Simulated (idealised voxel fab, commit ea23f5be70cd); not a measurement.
Herein follows the process module entitled voxel self aligned vias.
For reference, the cross-section in this document is cut, with width 285 nm and square cells of 5 nm.
The cross-sections in this document take the form of a grid made of square cells. They are written out as bands, in order from top to bottom. Each band consists of one or more rows of cells. This entry defines a band. It first specifies the height of the band's top and the height of its bottom in nm, and then specifies the band's materials from left to right, stating each material with its width in nm. The word "edge to edge" identifies a single material that fills the band from edge to edge, while the word "air" identifies empty space. Height datum 0, below which the as-received substrate wafer is one material. Lowest band open at the bottom, running downward: "from 0 down". The width entry "30->40" should be interpreted row by row: the top row of cells in the band takes the first number, the bottom row takes the second number, and the change between adjacent rows is uniform throughout. You'll sometimes find "remained the same" written for a step, and that's the way of saying that nowhere in the cross-section did a cell change during that step. Entry "Closed void entries" = empty spaces >= 8 cells with no open way to the top; each as width x height at distance, distance from left edge, all nm. If you see something after the settings on a step's line, that's the simulator's own remark about that step. Each step line may optionally specify "overlay nm", which for a step with a mask gives the rightward distance between the mask's planned place and where it lay, a negative value indicating the leftward direction.
[Steps in the process plan]
- 1: RECEIVE | material Si
- 2: CONFORMAL_DEP | material SiO2 | thk nm 15
- 3: CONFORMAL_DEP | material SiCN | thk nm 5
- 4: DIRECTIONAL_DEP | material lowk | thk nm 25
- 5: MASKED_ETCH | tone open | mask id LINES | width nm 30 | pitch nm 60 | etch materials lowk | depth nm 25 | overlay nm 0
- 6: CONFORMAL_DEP | material TiN | thk nm 5
- 7: FILL_DEP | material W | thk nm 10
- 8: CMP | height nm 45
- 9: SELECTIVE_ETCH | etch materials W Ru TiN | depth nm 5
- 10: FILL_DEP | material SiN | thk nm 5
- 11: CMP | height nm 45
- 12: DIRECTIONAL_DEP | material lowk | thk nm 20
- 13: MASKED_ETCH | tone open | mask id VIAS | width nm 40 | pitch nm 60 | etch materials lowk | depth nm 20 | overlay nm 0
- 14: MASKED_ETCH | tone open | mask id VIAS | width nm 40 | pitch nm 60 | etch materials SiN | depth nm 5 | overlay nm 0
- 15: CONFORMAL_DEP | material TiN | thk nm 5
- 16: FILL_DEP | material Cu | thk nm 5
- 17: CMP | height nm 65
- 18: CONFORMAL_DEP | material SiCN | thk nm 5
The wafers in this document start out alike and differ in the thk nm applied at step 3; the plan shows the value used for the first wafer.
[Step 1 complete: as-received cross-section of the first of several wafers]
* from 0 down: Si edge to edge
* Closed void entries: none
[Basically each wafer gets a line in the table, showing it at the end of the module: material by material, the cells it gained (+) or lost (-) since we got it, then its closed voids]
thk nm 5; +66 Cu; +114 SiCN; +171 SiO2; +84 TiN; +36 W; +327 lowk; Closed void entries: none
thk nm 10; +66 Cu; +171 SiCN; +171 SiO2; +78 TiN; +24 W; +288 lowk; Closed void entries: none
thk nm 15; +66 Cu; +228 SiCN; +171 SiO2; +72 TiN; +12 W; +249 lowk; Closed void entries: none
thk nm 20; +66 Cu; +285 SiCN; +171 SiO2; +66 TiN; +210 lowk; Closed void entries: none
